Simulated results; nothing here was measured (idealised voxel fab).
process module | voxel spacer lines
cross-section cut | 185 nm wide | cells 5 nm
A cross-section is a grid of square cells, given in bands from the top down. A band is one or more rows of cells.
Each band's line starts with the height of the band's top and of its bottom, in nm. Then come its materials from left to right, each with its width in nm. One material with "throughout" fills the band from edge to edge. "air" is empty space.
Height 0 is the level under which the wafer as received is all one material. The lowest band goes on downwards, as in "0 down".
A width such as "30 to 40" changes by the same amount from each row of cells to the next, from the band's top row to its bottom row.
"no change" after a step means that no cell of the cross-section changed.
closed voids: empty space of 8 cells or more with no open way to the top, each as width x height at its distance from the left edge, in nm
after a step's settings: what the simulator itself notes on the step
overlay nm, on a step with a mask: how far to the right of its planned place the mask lay; to the left if negative
plan
1 op RECEIVE | material Si
2 op CONFORMAL_DEP | material Al2O3 | thk nm 10
3 op DIRECTIONAL_DEP | material W | thk nm 10
4 op DIRECTIONAL_DEP | material polySi | thk nm 25
5 op PATTERN | tone cover | mask id MANDREL | material resist | width nm 15 | pitch nm 50 | thk nm 30 | overlay nm 0
6 op DIRECTIONAL_ETCH | etch materials polySi | depth nm 25
7 op STRIP | etch materials resist
8 op CONFORMAL_DEP | material SiO2 | thk nm 10
9 op DIRECTIONAL_ETCH | etch materials SiO2 | depth nm 10
10 op STRIP | etch materials polySi
11 op DIRECTIONAL_ETCH | etch materials W | depth nm 10
12 op STRIP | etch materials SiO2
13 op FILL_DEP | material lowk | thk nm 10
14 op CMP | height nm 20
as received, after step 1
  0 down: Si throughout
  closed voids: none
first wafer at the end, as planned
  20 to 10: lowk 50 | W 10 | lowk 15 | W 10 | lowk 15 | W 10 | lowk 15 | W 10 | lowk 50
  10 to 0: Al2O3 throughout
  0 down: Si throughout
  closed voids: none
second wafer at the end: like start, like plan, one mistake
  20 to 10: lowk 50 | W 10 | lowk 20 | W 10 | lowk 10 | W 10 | lowk 20 | W 10 | lowk 45
  10 to 0: Al2O3 throughout
  0 down: Si throughout
  closed voids: none
what went wrong: step 5 ran as: op PATTERN | tone cover | mask id MANDREL | material resist | width nm 20 | pitch nm 50 | thk nm 30 | overlay nm 0
at the end the second wafer has, in cells: as many of each material as the first, in other places
